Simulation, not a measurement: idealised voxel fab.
Title: Process Module voxel air gaps
cross-section cut | 285 nm wide | cells 5 nm
Just so we're on the same page, the cross-sections are grids of square cells, and they're listed out in bands top to bottom, each band one or more rows deep. Each band's line starts with the height of the band's top and of its bottom, in nm. Then come its materials from left to right, each with its width in nm. One material with "throughout" fills the band from edge to edge. "blank" is empty space. Heights are expressed relative to 0, this being the level below which the as-received wafer comprises one material exclusively. The lowest band is unbounded in the downward direction and is denoted as in "top 0, no bottom". A two-number width, for instance "30..40", indicates that the width is equal to the first number in the top row of the band and to the second number in the bottom row, and that it changes by a constant amount per row of cells. "no change" (step): cross-section cells unchanged, all of them. Basically, "Listed closed voids" tells you about the enclosed voids: empty spaces with no open way to the top, 8 cells or bigger, each written width x height at distance, where distance is from the left edge, all in nm. Past the settings on a step's line: simulator remark, on that step. "overlay nm" answers the question of how far to the right of plan the mask lay on a step that has a mask, and when it is negative the answer is to the left.

-- Steps in the process plan
| 1 | RECEIVE | material Si |
| 2 | CONFORMAL_DEP | material SiO2 | thk nm 10 |
| 3 | CONFORMAL_DEP | material SiN | thk nm 5 |
| 4 | DIRECTIONAL_DEP | material SiO2 | thk nm 30 |
| 5 | DIRECTIONAL_DEP | material aC | thk nm 15 |
| 6 | PATTERN | tone open | mask id LINES | material resist | width nm 25 | pitch nm 50 | thk nm 30 | overlay nm 0 |
| 7 | DIRECTIONAL_ETCH | etch materials aC | depth nm 15 |
| 8 | STRIP | etch materials resist |
| 9 | DIRECTIONAL_ETCH | etch materials SiO2 | depth nm 30 |
| 10 | STRIP | etch materials aC |
| 11 | CONFORMAL_DEP | material TiN | thk nm 5 |
| 12 | FILL_DEP | material Cu | thk nm 5 |
| 13 | CMP | height nm 45 |
| 14 | EPI | material Ru | thk nm 10 |
| 15 | SELECTIVE_ETCH | etch materials SiO2 | depth nm 40 |
| 16 | CONFORMAL_DEP | material SiN | thk nm 5 |

-- As-received wafer cross-section (after step 1)
- top 0, no bottom | Si throughout
- Listed closed voids: none

-- a wafer at the end: this start, this plan, one mistake
- top 65, bottom 60 | SiN throughout
- top 60, bottom 50 | Ru throughout
- top 50, bottom 45 | TiN (60); Cu (15); TiN (35); Cu (15); TiN (35); Cu (15); TiN (35); Cu (15); TiN (60)
- top 45, bottom 20 | SiO2 (55); TiN (5); Cu (15); TiN (5); SiO2 (25); TiN (5); Cu (15); TiN (5); SiO2 (25); TiN (5); Cu (15); TiN (5); SiO2 (25); TiN (5); Cu (15); TiN (5); SiO2 (55)
- top 20, bottom 15 | SiO2 (55); TiN (25); SiO2 (25); TiN (25); SiO2 (25); TiN (25); SiO2 (25); TiN (25); SiO2 (55)
- top 15, bottom 10 | SiN throughout
- top 10, bottom 0 | SiO2 throughout
- top 0, no bottom | Si throughout
- Listed closed voids: none
Misprocessing identified: step 13 ran with different settings than intended, the actual operation and settings being CMP | height nm 50
